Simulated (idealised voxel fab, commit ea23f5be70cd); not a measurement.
Proc. module: voxel gate over fins
Cross-section cut spans 280 nm and uses square cells 5 nm in size.
A cross-section in this document is a grid of square cells, and it is written down as bands, the top band listed before the ones below it; a band is made up of one or more rows of cells.
Band: top height; bottom height; in nm. Then, left to right: material with width in nm, for each material. "edge to edge": a single material spanning edge to edge. "air": empty space.
A quick word on heights: they are counted from 0, and under that level the wafer as it came to us is one material throughout. The lowest band is different from the rest in having no bottom; it simply continues downward, written as in "0 nm and below".
A two-number width, for instance "30 to 40", indicates that the width is equal to the first number in the top row of the band and to the second number in the bottom row, and that it changes by a constant amount per row of cells.
The cross-section has no changed cell in any step marked "nothing got changed".
Basically, "Catalogued sealed voids" tells you about the enclosed voids: empty spaces with no open way to the top, 8 cells or bigger, each written width x height at distance, where distance is from the left edge, all in nm.
after a step's settings: what the simulator itself notes on the step
overlay nm: where the mask lay relative to plan, measured to the right, on steps with a mask; negatives go left.
**The steps planned for the process are as follows**
1) RECEIVE [material Si]
2) CONFORMAL_DEP [material SiN] [thk nm 10]
3) MASKED_ETCH [tone cover] [mask id FINS] [width nm 15] [pitch nm 45] [etch materials SiN] [depth nm 10] [overlay nm 0]
4) MASKED_ETCH [tone cover] [mask id FINS] [width nm 15] [pitch nm 45] [etch materials Si] [depth nm 30] [overlay nm 0]
5) OXIDIZE [depth nm 5]
6) FILL_DEP [material SiO2] [thk nm 5]
7) CMP [height nm 10]
8) SELECTIVE_ETCH [etch materials SiO2] [depth nm 20]
9) STRIP [etch materials SiN]
10) CONFORMAL_DEP [material HfO2] [thk nm 5]
11) CONFORMAL_DEP [material TiN] [thk nm 5]
12) CONFORMAL_DEP [material TiAl] [thk nm 5]
13) CONFORMAL_DEP [material TiN] [thk nm 5]
14) FILL_DEP [material W] [thk nm 15]
15) CMP [height nm 30]
16) CONFORMAL_DEP [material SiN] [thk nm 10]
**Run as planned: first of two wafers**
**As-received state of the wafer in cross-section, equivalent to post-step 1**
    0 nm and below | Si edge to edge
    Catalogued sealed voids: none
**Take a look at the wafer's cross-section after step 2**
    10 nm to 0 nm | SiN edge to edge
    Everything under 0 stays put, no change at all.
**Take a look at the wafer's cross-section after step 3**
    10 nm to 0 nm | air (110), SiN (15), air (30), SiN (15), air (110)
    Everything under 0 stays put, no change at all.
**Take a look at the wafer's cross-section after step 4**
    10 nm to 0 nm | air (110), SiN (15), air (30), SiN (15), air (110)
    0 nm to -30 nm | air (110), Si (15), air (30), Si (15), air (110)
    Everything under -30 stays put, no change at all.
**Take a look at the wafer's cross-section after step 5**
    10 nm to 0 nm | air (110), SiN (15), air (30), SiN (15), air (110)
    0 nm to -30 nm | air (110), SiO2 (5), Si (5), SiO2 (5), air (30), SiO2 (5), Si (5), SiO2 (5), air (110)
    -30 nm to -35 nm | SiO2 (115), Si (5), SiO2 (40), Si (5), SiO2 (115)
    Everything under -35 stays put, no change at all.
**Take a look at the wafer's cross-section after step 6**
    15 nm to 10 nm | SiO2 edge to edge
    10 nm to 0 nm | SiO2 (110), SiN (15), SiO2 (30), SiN (15), SiO2 (110)
    0 nm to -35 nm | SiO2 (115), Si (5), SiO2 (40), Si (5), SiO2 (115)
    Everything under -35 stays put, no change at all.
**Take a look at the wafer's cross-section after step 7**
    10 nm to 0 nm | SiO2 (110), SiN (15), SiO2 (30), SiN (15), SiO2 (110)
    Everything under 0 stays put, no change at all.
**Take a look at the wafer's cross-section after step 8**
    10 nm to 0 nm | air (110), SiN (15), air (30), SiN (15), air (110)
    0 nm to -10 nm | air (115), Si (5), air (40), Si (5), air (115)
    Everything under -10 stays put, no change at all.
**Take a look at the wafer's cross-section after step 9**
    0 nm to -10 nm | air (115), Si (5), air (40), Si (5), air (115)
    Everything under -10 stays put, no change at all.
**Take a look at the wafer's cross-section after step 10**
    5 nm to 0 nm | air (110), HfO2 (15), air (30), HfO2 (15), air (110)
    0 nm to -5 nm | air (110), HfO2 (5), Si (5), HfO2 (5), air (30), HfO2 (5), Si (5), HfO2 (5), air (110)
    -5 nm to -10 nm | HfO2 (115), Si (5), HfO2 (40), Si (5), HfO2 (115)
    Everything under -10 stays put, no change at all.
**Take a look at the wafer's cross-section after step 11**
    10 nm to 5 nm | air (105), TiN (25), air (20), TiN (25), air (105)
    5 nm to 0 nm | air (105), TiN (5), HfO2 (15), TiN (5), air (20), TiN (5), HfO2 (15), TiN (5), air (105)
    0 nm to -5 nm | TiN (110), HfO2 (5), Si (5), HfO2 (5), TiN (30), HfO2 (5), Si (5), HfO2 (5), TiN (110)
    Everything under -5 stays put, no change at all.
**Take a look at the wafer's cross-section after step 12**
    15 nm to 10 nm | air (100), TiAl (35), air (10), TiAl (35), air (100)
    10 nm to 5 nm | air (100), TiAl (5), TiN (25), TiAl (5), air (10), TiAl (5), TiN (25), TiAl (5), air (100)
    5 nm to 0 nm | TiAl (105), TiN (5), HfO2 (15), TiN (5), TiAl (20), TiN (5), HfO2 (15), TiN (5), TiAl (105)
    Everything under 0 stays put, no change at all.
**Take a look at the wafer's cross-section after step 13**
    20 nm to 15 nm | air (95), TiN (90), air (95)
    15 nm to 10 nm | air (95), TiN (5), TiAl (35), TiN (10), TiAl (35), TiN (5), air (95)
    10 nm to 5 nm | TiN (100), TiAl (5), TiN (25), TiAl (5), TiN (10), TiAl (5), TiN (25), TiAl (5), TiN (100)
    Everything under 5 stays put, no change at all.
**Take a look at the wafer's cross-section after step 14**
    35 nm to 20 nm | W edge to edge
    20 nm to 15 nm | W (95), TiN (90), W (95)
    15 nm to 10 nm | W (95), TiN (5), TiAl (35), TiN (10), TiAl (35), TiN (5), W (95)
    Everything under 10 stays put, no change at all.
**Take a look at the wafer's cross-section after step 15**
    30 nm to 20 nm | W edge to edge
    Everything under 20 stays put, no change at all.
**Take a look at the wafer's cross-section after step 16**
    40 nm to 30 nm | SiN edge to edge
    Everything under 30 stays put, no change at all.
**Notes, second wafer: start = first wafer's, plan = first wafer's, execution had one mistake; history identical to first through step 11**
Second wafer, section view, time point: scheduled end of step 12: nothing got changed
**Second wafer, section view, time point: scheduled end of step 13**
    15 nm to 5 nm | air (100), TiN (35), air (10), TiN (35), air (100)
    5 nm to 0 nm | TiN (110), HfO2 (15), TiN (30), HfO2 (15), TiN (110)
    Everything under 0 stays put, no change at all.
**Second wafer, section view, time point: scheduled end of step 14**
    30 nm to 15 nm | W edge to edge
    15 nm to 5 nm | W (100), TiN (35), W (10), TiN (35), W (100)
    Everything under 5 stays put, no change at all.
Second wafer, section view, time point: scheduled end of step 15: nothing got changed
**Second wafer, section view, time point: scheduled end of step 16**
    40 nm to 30 nm | SiN edge to edge
    Everything under 30 stays put, no change at all.
Deviation from plan: step 12 of the plan was omitted and not executed
Per the end-of-run cell counts, the second wafer holds more or fewer of some materials than the first: TiAl: 64 fewer | W: 64 more
